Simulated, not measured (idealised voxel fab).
process module | voxel fin reveal
cross-section cut | 190 nm wide | cells 5 nm
A cross-section is a grid of square cells, given in bands from the top down. A band is one or more rows of cells.
Each band's line starts with the height of the band's top and of its bottom, in nm. Then come its materials from left to right, each with its width in nm. One material with "throughout" fills the band from edge to edge. "air" is empty space.
Height 0 is the level under which the wafer as received is all one material. The lowest band goes on downwards, as in "0 down".
A width such as "30 to 40" changes by the same amount from each row of cells to the next, from the band's top row to its bottom row.
"no change" after a step means that no cell of the cross-section changed.
closed voids: empty space of 8 cells or more with no open way to the top, each as width x height at its distance from the left edge, in nm
after a step's settings: what the simulator itself notes on the step
overlay nm, on a step with a mask: how far to the right of its planned place the mask lay; to the left if negative
plan
1 op RECEIVE | material Si
2 op CONFORMAL_DEP | material SiN | thk nm 10
3 op DIRECTIONAL_DEP | material aC | thk nm 10
4 op PATTERN | tone cover | mask id FINS | material resist | width nm 15 | pitch nm 40 | thk nm 25 | overlay nm 0
5 op DIRECTIONAL_ETCH | etch materials aC | depth nm 10
6 op STRIP | etch materials resist
7 op DIRECTIONAL_ETCH | etch materials SiN | depth nm 10
8 op DIRECTIONAL_ETCH | etch materials Si | depth nm 30
9 op STRIP | etch materials aC
10 op FILL_DEP | material SiO2 | thk nm 10
11 op CMP | height nm 10
12 op SELECTIVE_ETCH | etch materials SiO2 | depth nm 20
13 op STRIP | etch materials SiN
14 op CONFORMAL_DEP | material SiO2 | thk nm 5
first wafer, as planned
as received, after step 1
  0 down: Si throughout
  closed voids: none
after step 2
  10 to 0: SiN throughout
  below 0: unchanged
after step 3
  20 to 10: aC throughout
  below 10: unchanged
after step 4
  45 to 20: air 65 | resist 15 | air 25 | resist 15 | air 70
  below 20: unchanged
after step 5
  35 to 20: air 65 | resist 15 | air 25 | resist 15 | air 70
  20 to 10: air 65 | aC 15 | air 25 | aC 15 | air 70
  below 10: unchanged
after step 6
  20 to 10: air 65 | aC 15 | air 25 | aC 15 | air 70
  below 10: unchanged
after step 7
  20 to 10: air 65 | aC 15 | air 25 | aC 15 | air 70
  10 to 0: air 65 | SiN 15 | air 25 | SiN 15 | air 70
  below 0: unchanged
after step 8
  20 to 10: air 65 | aC 15 | air 25 | aC 15 | air 70
  10 to 0: air 65 | SiN 15 | air 25 | SiN 15 | air 70
  0 to -30: air 65 | Si 15 | air 25 | Si 15 | air 70
  below -30: unchanged
after step 9
  10 to 0: air 65 | SiN 15 | air 25 | SiN 15 | air 70
  below 0: unchanged
after step 10
  20 to 10: SiO2 throughout
  10 to 0: SiO2 65 | SiN 15 | SiO2 25 | SiN 15 | SiO2 70
  0 to -30: SiO2 65 | Si 15 | SiO2 25 | Si 15 | SiO2 70
  below -30: unchanged
after step 11
  10 to 0: SiO2 65 | SiN 15 | SiO2 25 | SiN 15 | SiO2 70
  below 0: unchanged
after step 12
  10 to 0: air 65 | SiN 15 | air 25 | SiN 15 | air 70
  0 to -10: air 65 | Si 15 | air 25 | Si 15 | air 70
  below -10: unchanged
after step 13
  0 to -10: air 65 | Si 15 | air 25 | Si 15 | air 70
  below -10: unchanged
after step 14
  5 to 0: air 60 | SiO2 25 | air 15 | SiO2 25 | air 65
  0 to -5: air 60 | SiO2 5 | Si 15 | SiO2 5 | air 15 | SiO2 5 | Si 15 | SiO2 5 | air 65
  -5 to -30: SiO2 65 | Si 15 | SiO2 25 | Si 15 | SiO2 70
  below -30: unchanged
second wafer: like start, like plan, one mistake. Through step 11 it matches the first wafer
when step 12 should have ended
  10 to 0: SiO2 65 | air 15 | SiO2 25 | air 15 | SiO2 70
  below 0: unchanged
when step 13 should have ended
  0 to -10: air 65 | Si 15 | air 25 | Si 15 | air 70
  -10 to -20: SiO2 45 | air 20 | Si 15 | air 25 | Si 15 | air 20 | SiO2 50
  below -20: unchanged
when step 14 should have ended
  5 to 0: air 60 | SiO2 25 | air 15 | SiO2 25 | air 65
  0 to -5: air 60 | SiO2 5 | Si 15 | SiO2 5 | air 15 | SiO2 5 | Si 15 | SiO2 5 | air 65
  -5 to -15: SiO2 50 | air 10 | SiO2 5 | Si 15 | SiO2 5 | air 15 | SiO2 5 | Si 15 | SiO2 5 | air 10 | SiO2 55
  -15 to -30: SiO2 65 | Si 15 | SiO2 25 | Si 15 | SiO2 70
  below -30: unchanged
what went wrong: steps 12 and 13 were swapped
at the end the second wafer has, in cells: 14 fewer of SiO2
